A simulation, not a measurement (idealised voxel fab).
process module | voxel self aligned contacts
We display cut, a cross-section 300 nm in width whose square cells are each 5 nm.
Notation: cross-section as square-cell grid; stated in bands, top first, going down; one or more cell rows per band.
Top, bottom (nm), then materials left to right with widths (nm); lone material tagged "edge to edge" fills the whole band edge to edge; "air" = empty space.
It should be noted that heights are counted from 0, beneath which the wafer as supplied is of one material throughout, and that the lowest band possesses no lower boundary but continues downward, as written in "z 0 and below".
When a width is written as two numbers, as in "30->40", the first number is the width in the top row of cells of the band and the second is the width in its bottom row, and the width changes by the same amount from each row to the next.
You'll sometimes find "changes: none" written for a step, and that's the way of saying that nowhere in the cross-section did a cell change during that step.
Each empty space that has no open way to the top and spans at least 8 cells appears under "Voids lacking openings" as width x height at distance, the distance counted from the left edge, all in nm.
If you see something after the settings on a step's line, that's the simulator's own remark about that step.
Each step line may optionally specify "overlay nm", which for a step with a mask gives the rightward distance between the mask's planned place and where it lay, a negative value indicating the leftward direction.

### Set out below are the planned steps of the process
1. RECEIVE: material Si
2. CONFORMAL_DEP: material SiO2, thk nm 5
3. DIRECTIONAL_DEP: material polySi, thk nm 20
4. DIRECTIONAL_DEP: material SiN, thk nm 15
5. PATTERN: tone cover, mask id GATE, material resist, width nm 25, pitch nm 60, thk nm 15, overlay nm 0
6. DIRECTIONAL_ETCH: etch materials SiN, depth nm 15
7. DIRECTIONAL_ETCH: etch materials polySi, depth nm 20
8. STRIP: etch materials resist
9. CONFORMAL_DEP: material SiN, thk nm 5
10. DIRECTIONAL_ETCH: etch materials SiN, depth nm 5
11. FILL_DEP: material SiO2, thk nm 15
12. CMP: height nm 50
13. PATTERN: tone open, mask id CONTACT, material resist, width nm 45, pitch nm 60, thk nm 15, overlay nm 0
14. DIRECTIONAL_ETCH: etch materials SiO2, depth nm 50
15. STRIP: etch materials resist
16. CONFORMAL_DEP: material TiN, thk nm 5
17. FILL_DEP: material W, thk nm 10
18. CMP: height nm 50
19. CONFORMAL_DEP: material SiCN, thk nm 5

### Cross-sectional view of the wafer in its as-received condition, corresponding to the state after step 1
    z 0 and below: Si edge to edge
    Voids lacking openings: none

### The first of two wafers, cross-sectioned at the end of the module, with the run proceeding as planned
    z 55 to 50: SiCN edge to edge
    z 50 to 40: SiO2 95 nm  TiN 5->15 nm  W 35->15 nm  TiN 5->15 nm  SiO2 15 nm  TiN 5->15 nm  W 35->15 nm  TiN 5->15 nm  SiO2 100 nm
    z 40 to 25: SiO2 70 nm  SiN 35 nm  TiN 5 nm  W 15 nm  TiN 5 nm  SiN 35 nm  TiN 5 nm  W 15 nm  TiN 5 nm  SiN 35 nm  SiO2 75 nm
    z 25 to 5: SiO2 70 nm  SiN 5 nm  polySi 25 nm  SiN 5 nm  TiN 5 nm  W 15 nm  TiN 5 nm  SiN 5 nm  polySi 25 nm  SiN 5 nm  TiN 5 nm  W 15 nm  TiN 5 nm  SiN 5 nm  polySi 25 nm  SiN 5 nm  SiO2 75 nm
    z 5 to 0: SiO2 105 nm  TiN 25 nm  SiO2 35 nm  TiN 25 nm  SiO2 110 nm
    z 0 and below: Si edge to edge
    Voids lacking openings: none

### Second of two wafers, module complete, sectioned: it shares the first wafer's start and plan but was run with one mistake
    z 70 to 65: SiCN edge to edge
    z 65 to 55: W edge to edge
    z 55 to 50: TiN 100 nm  W 35 nm  TiN 25 nm  W 35 nm  TiN 105 nm
    z 50 to 40: SiO2 95 nm  TiN 5->15 nm  W 35->15 nm  TiN 5->15 nm  SiO2 15 nm  TiN 5->15 nm  W 35->15 nm  TiN 5->15 nm  SiO2 100 nm
    z 40 to 25: SiO2 70 nm  SiN 35 nm  TiN 5 nm  W 15 nm  TiN 5 nm  SiN 35 nm  TiN 5 nm  W 15 nm  TiN 5 nm  SiN 35 nm  SiO2 75 nm
    z 25 to 5: SiO2 70 nm  SiN 5 nm  polySi 25 nm  SiN 5 nm  TiN 5 nm  W 15 nm  TiN 5 nm  SiN 5 nm  polySi 25 nm  SiN 5 nm  TiN 5 nm  W 15 nm  TiN 5 nm  SiN 5 nm  polySi 25 nm  SiN 5 nm  SiO2 75 nm
    z 5 to 0: SiO2 105 nm  TiN 25 nm  SiO2 35 nm  TiN 25 nm  SiO2 110 nm
    z 0 and below: Si edge to edge
    Voids lacking openings: none
What was the processing mistake? the plan's step 18 was left out and never carried out
Bottom line after processing is that, in cells, the second wafer is up or down on some materials versus the first: TiN: 46 more | W: 134 more
